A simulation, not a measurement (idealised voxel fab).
Process module, titled voxel self aligned vias
For reference, the cross-section in this document is cut, with width 275 nm and square cells of 5 nm.
Notation: cross-section as square-cell grid; stated in bands, top first, going down; one or more cell rows per band.
Per band: top height and bottom height in nm, followed by the left-to-right materials and their widths in nm; "edge to edge" marks a single material spanning edge to edge, "blank" marks empty space.
Heights are reckoned from 0. Under this level, the received wafer is all of one material. The bottommost band is open-ended downward, for example "0 and below".
Quick explanation for "30..40": the width changes in equal steps down the rows of cells, from the first number in the band's top row to the second number in its bottom row.
Given "no alterations made" for a step, no cell of the cross-section differs between before and after that step.
Each empty space that has no open way to the top and spans at least 8 cells appears under "Sealed internal cavities" as width x height at distance, the distance counted from the left edge, all in nm.
That trailing text on a step's line, after the settings, is the simulator's own remark on the step.
Regarding "overlay nm": on a step with a mask, it is the distance the mask lay to the right of its planned place; a negative value places it to the left.

## So here's the lineup of process steps we planned
1) RECEIVE (material Si)
2) CONFORMAL_DEP (material SiO2; thk nm 10)
3) CONFORMAL_DEP (material SiCN; thk nm 5)
4) DIRECTIONAL_DEP (material SiO2; thk nm 20)
5) MASKED_ETCH (tone open; mask id LINES; width nm 20; pitch nm 50; etch materials SiO2; depth nm 20; overlay nm 0)
6) CONFORMAL_DEP (material TiN; thk nm 5)
7) FILL_DEP (material W; thk nm 10)
8) CMP (height nm 35)
9) SELECTIVE_ETCH (etch materials W Ru TiN; depth nm 10)
10) FILL_DEP (material SiN; thk nm 10)
11) CMP (height nm 35)
12) DIRECTIONAL_DEP (material SiO2; thk nm 15)
13) PATTERN (tone open; mask id VIAS; material resist; width nm 30; thk nm 15; overlay nm 0)
14) DIRECTIONAL_ETCH (etch materials SiO2; depth nm 15)
15) DIRECTIONAL_ETCH (etch materials SiN; depth nm 10)
16) STRIP (etch materials resist)
17) CONFORMAL_DEP (material TiN; thk nm 5)
18) FILL_DEP (material Ru; thk nm 5)
19) CMP (height nm 50)
20) CONFORMAL_DEP (material SiN; thk nm 5)

## Cross-section, incoming material, after step 1
    0 and below  Si edge to edge
    Sealed internal cavities: none

## This is how the wafer looks in cross-section once the module is done, given the starting state and plan above and one mistake in carrying the plan out
    55 down to 50  SiN edge to edge
    50 down to 35  SiO2 (95)  TiN (5)  Ru (20)  TiN (5)  SiO2 (150)
    35 down to 30  SiN (95)  TiN (5)  Ru (20)  TiN (5)  SiN (150)
    30 down to 25  SiN (95)  TiN (30)  SiN (150)
    25 down to 15  TiN edge to edge
    15 down to 10  SiCN edge to edge
    10 down to 0  SiO2 edge to edge
    0 and below  Si edge to edge
    Sealed internal cavities: none
Where did the run depart from the plan? for step 4, the planned setting was not used; the step was instead run as DIRECTIONAL_DEP (material TiN; thk nm 20)
